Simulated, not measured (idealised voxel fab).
Process module under the name voxel transistor to metal
Cross-section cut spans 215 nm and uses square cells 5 nm in size.
Cross-section format: a grid of square cells, given as bands from top to bottom; each band is one or more rows of cells. The entry gives the band's vertical extent as a top height and a bottom height in nm, then its horizontal make-up as materials from left to right, each with a width in nm. "empty" stands for empty space; a single material marked "all across" fills the band edge to edge. For the purposes of this specification, 0 denotes the height below which the wafer in its as-received condition is composed wholly of one material, and the lowermost band, lacking a lower limit, extends downward without end, as expressed in "0 -> down". Quick explanation for "30->40": the width changes in equal steps down the rows of cells, from the first number in the band's top row to the second number in its bottom row. "changes: none" (step): cross-section cells unchanged, all of them. Closed empty spaces (no open way to the top) of 8 cells or more are what "Closed void catalog" lists, each as width x height at distance from the left edge, nm for all three. It should be noted that, on the line of a given step, the content following the step's settings is a remark produced by the simulator itself with respect to that step. overlay nm, on a step with a mask: how far to the right of its planned place the mask lay; to the left if negative.
### The process steps that were planned are listed below
1 RECEIVE | material Si
2 OXIDIZE | depth nm 5
3 CONFORMAL_DEP | material SiN | thk nm 10
4 DIRECTIONAL_DEP | material aC | thk nm 15
5 PATTERN | tone cover | mask id ACTIVE | material resist | width nm 115 | thk nm 35 | overlay nm 0
6 DIRECTIONAL_ETCH | etch materials aC | depth nm 15
7 STRIP | etch materials resist
8 DIRECTIONAL_ETCH | etch materials SiN | depth nm 10
9 DIRECTIONAL_ETCH | etch materials SiO2 | depth nm 5
10 DIRECTIONAL_ETCH | etch materials Si | depth nm 25
11 STRIP | etch materials aC
12 FILL_DEP | material SiO2 | thk nm 15
13 CMP | height nm 10
14 SELECTIVE_ETCH | etch materials SiO2 | depth nm 5
15 STRIP | etch materials SiN
16 SELECTIVE_ETCH | etch materials SiO2 | depth nm 5
17 OXIDIZE | depth nm 5
18 DIRECTIONAL_DEP | material polySi | thk nm 20
19 DIRECTIONAL_DEP | material SiCN | thk nm 15
20 MASKED_ETCH | tone cover | mask id GATE | width nm 25 | etch materials SiCN | depth nm 25 | overlay nm 0
21 MASKED_ETCH | tone cover | mask id GATE | width nm 25 | etch materials polySi | depth nm 30 | overlay nm 0
22 CONFORMAL_DEP | material SiO2 | thk nm 5
23 DIRECTIONAL_ETCH | etch materials SiO2 | depth nm 5
24 CONFORMAL_DEP | material SiN | thk nm 5
25 DIRECTIONAL_ETCH | etch materials SiN | depth nm 5
26 DIRECTIONAL_ETCH | etch materials SiO2 | depth nm 5
27 DIRECTIONAL_ETCH | etch materials Si | depth nm 15
28 EPI | material nSi | thk nm 15
29 FILL_DEP | material SiO2 | thk nm 5
30 CMP | height nm 30
31 DIRECTIONAL_DEP | material SiO2 | thk nm 15
32 PATTERN | tone open | mask id CONTACT | material resist | width nm 20 | pitch nm 75 | thk nm 15 | overlay nm 0
33 DIRECTIONAL_ETCH | etch materials SiO2 | depth nm 40
34 STRIP | etch materials resist
35 CONFORMAL_DEP | material TiN | thk nm 5
36 FILL_DEP | material Ru | thk nm 10
37 CMP | height nm 45
38 DIRECTIONAL_DEP | material TiN | thk nm 5
39 DIRECTIONAL_DEP | material Ru | thk nm 15
40 DIRECTIONAL_DEP | material aC | thk nm 10
41 PATTERN | tone cover | mask id METAL_1 | material resist | width nm 20 | pitch nm 75 | thk nm 25 | overlay nm 0
42 DIRECTIONAL_ETCH | etch materials aC | depth nm 10
43 STRIP | etch materials resist
44 DIRECTIONAL_ETCH | etch materials Ru | depth nm 15
45 DIRECTIONAL_ETCH | etch materials TiN | depth nm 5
46 STRIP | etch materials aC
47 FILL_DEP | material lowk | thk nm 10
48 CMP | height nm 65
49 CONFORMAL_DEP | material SiN | thk nm 5
### Cross-section: wafer on arrival = after step 1
- 0 -> down: Si all across
- Closed void catalog: none
### Look at the cross-section after the module: the wafer started out the way shown above and the plan was the one shown above, yet one mistake was made along the way
- 70 -> 65: SiN all across
- 65 -> 50: 60 lowk  20 Ru  55 lowk  20 Ru  60 lowk
- 50 -> 45: 60 lowk  20 TiN  55 lowk  20 TiN  60 lowk
- 45 -> 30: 60 SiO2  5 TiN  10 Ru  5 TiN  55 SiO2  5 TiN  10 Ru  5 TiN  60 SiO2
- 30 -> 15: 60 SiO2  5 TiN  10 Ru  5 TiN  5 SiO2  5 SiN  5 SiO2  25 SiCN  5 SiO2  5 SiN  5 SiO2  5 TiN  10 Ru  5 TiN  60 SiO2
- 15 -> 10: 60 SiO2  5 TiN  10 Ru  5 TiN  5 SiO2  5 SiN  5 SiO2  25 polySi  5 SiO2  5 SiN  5 SiO2  5 TiN  10 Ru  5 TiN  60 SiO2
- 10 -> 5: 60 SiO2  20 TiN  5 SiO2  5 SiN  5 SiO2  25 polySi  5 SiO2  5 SiN  5 SiO2  20 TiN  60 SiO2
- 5 -> 0: 50 SiO2  35 nSi  5 SiN  5 SiO2  25 polySi  5 SiO2  5 SiN  35 nSi  50 SiO2
- 0 -> -5: 50 SiO2  5 SiN  30 nSi  5 SiN  5 SiO2  25 polySi  5 SiO2  5 SiN  30 nSi  5 SiN  50 SiO2
- -5 -> -10: 55 SiO2  30 nSi  45 SiO2  30 nSi  55 SiO2
- -10 -> -30: 50 SiO2  5 Si  30 nSi  45 Si  30 nSi  5 Si  50 SiO2
- -30 -> -40: 55 Si  30 nSi  45 Si  30 nSi  55 Si
- -40 -> down: Si all across
- Closed void catalog: none
Error vs. plan: plan step 27 was conducted twice
